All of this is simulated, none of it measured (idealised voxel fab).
This section sets out a process module, namely voxel wiring stack.
The figure presents cross-section cut, which has a width of 225 nm and is divided into square cells with an edge length of 5 nm.
Cross-section, as written here: a square-cell grid given band by band from the top down, where a band holds one or more rows of cells. Heights first: top, then bottom, in nm. Then materials, left to right, each with a width in nm. "all across" on a single material: fills the band edge to edge. "air": empty space. Heads up on the height convention: 0 is the point under which the incoming wafer is all one material, and the lowest band has no bottom, it just keeps going down, like "top 0, no bottom". With a width like "30->40", each row of cells in the band differs from the next by the same amount, the top row carrying the first number and the bottom row the second. Given "no alterations made" for a step, no cell of the cross-section differs between before and after that step. Listed in "Fully sealed cavities": every empty space of 8 or more cells without an open way to the top. Form: width x height at distance, the distance being from the left edge, all in nm. Past the settings on a step's line: simulator remark, on that step. You can add "overlay nm" to a step's line. For a step with a mask, it describes how far the mask lay to the right of its planned position, and a negative number describes a lay to the left.
**These are the steps we planned for the process**
1) RECEIVE (material Si)
2) CONFORMAL_DEP (material SiO2; thk nm 10)
3) CONFORMAL_DEP (material SiCN; thk nm 5)
4) DIRECTIONAL_DEP (material SiO2; thk nm 25)
5) MASKED_ETCH (tone open; mask id METAL_1; width nm 15; pitch nm 45; etch materials SiO2; depth nm 25; overlay nm 0)
6) MASKED_ETCH (tone open; mask id METAL_1; width nm 25; pitch nm 45; etch materials SiCN; depth nm 5; overlay nm 0)
7) CONFORMAL_DEP (material TiN; thk nm 5)
8) FILL_DEP (material Ru; thk nm 5)
9) CMP (height nm 40)
10) CONFORMAL_DEP (material SiCN; thk nm 5)
11) DIRECTIONAL_DEP (material lowk; thk nm 30)
12) PATTERN (tone open; mask id METAL_2_HOLES; material resist; width nm 15; thk nm 20; overlay nm 0)
13) DIRECTIONAL_ETCH (etch materials lowk; depth nm 30)
14) STRIP (etch materials resist)
15) PATTERN (tone open; mask id METAL_2; material resist; width nm 25; pitch nm 45; thk nm 15; overlay nm 0)
16) DIRECTIONAL_ETCH (etch materials lowk; depth nm 15)
17) DIRECTIONAL_ETCH (etch materials SiCN; depth nm 5)
18) STRIP (etch materials resist)
19) CONFORMAL_DEP (material TiN; thk nm 5)
20) FILL_DEP (material Cu; thk nm 5)
21) CMP (height nm 75)
22) CONFORMAL_DEP (material SiCN; thk nm 5)
23) DIRECTIONAL_DEP (material SiO2; thk nm 20)
24) PATTERN (tone open; mask id PLUG_2; material resist; width nm 15; pitch nm 45; thk nm 20; overlay nm 0)
25) DIRECTIONAL_ETCH (etch materials SiO2; depth nm 20)
26) DIRECTIONAL_ETCH (etch materials SiCN; depth nm 5)
27) STRIP (etch materials resist)
28) EPI (material Ru; thk nm 10)
29) EPI (material Ru; thk nm 10)
30) EPI (material Ru; thk nm 5)
31) DIRECTIONAL_DEP (material TiN; thk nm 5)
32) DIRECTIONAL_DEP (material Ru; thk nm 20)
33) DIRECTIONAL_DEP (material aC; thk nm 15)
34) PATTERN (tone cover; mask id METAL_3; material resist; width nm 25; pitch nm 45; thk nm 30; overlay nm 0)
35) DIRECTIONAL_ETCH (etch materials aC; depth nm 15)
36) STRIP (etch materials resist)
37) DIRECTIONAL_ETCH (etch materials Ru; depth nm 20)
38) DIRECTIONAL_ETCH (etch materials TiN; depth nm 5)
39) STRIP (etch materials aC)
40) FILL_DEP (material SiO2; thk nm 10)
41) CMP (height nm 125)
42) CONFORMAL_DEP (material SiCN; thk nm 5)
For this document, wafers share an identical start and vary in the step 5 width nm; the plan quotes the first wafer's value.
**Cross-section of the first of several wafers on receipt, reflecting completion of step 1**
> top 0, no bottom | Si all across
> Fully sealed cavities: none
**The following table contains a row per wafer, in which are reported, at the conclusion of the module, the cells of each material gained (+) or lost (-) since the wafer's receipt, with its closed voids given thereafter**
width nm 15 | +16 Cu | +80 Ru | +165 SiCN | +616 SiO2 | +62 TiN | +231 lowk | Fully sealed cavities: none
width nm 20 | +16 Cu | +90 Ru | +163 SiCN | +606 SiO2 | +64 TiN | +231 lowk | Fully sealed cavities: none
width nm 25 | +16 Cu | +100 Ru | +161 SiCN | +596 SiO2 | +66 TiN | +231 lowk | Fully sealed cavities: none
width nm 30 | +16 Cu | +108 Ru | +161 SiCN | +586 SiO2 | +68 TiN | +231 lowk | Fully sealed cavities: none
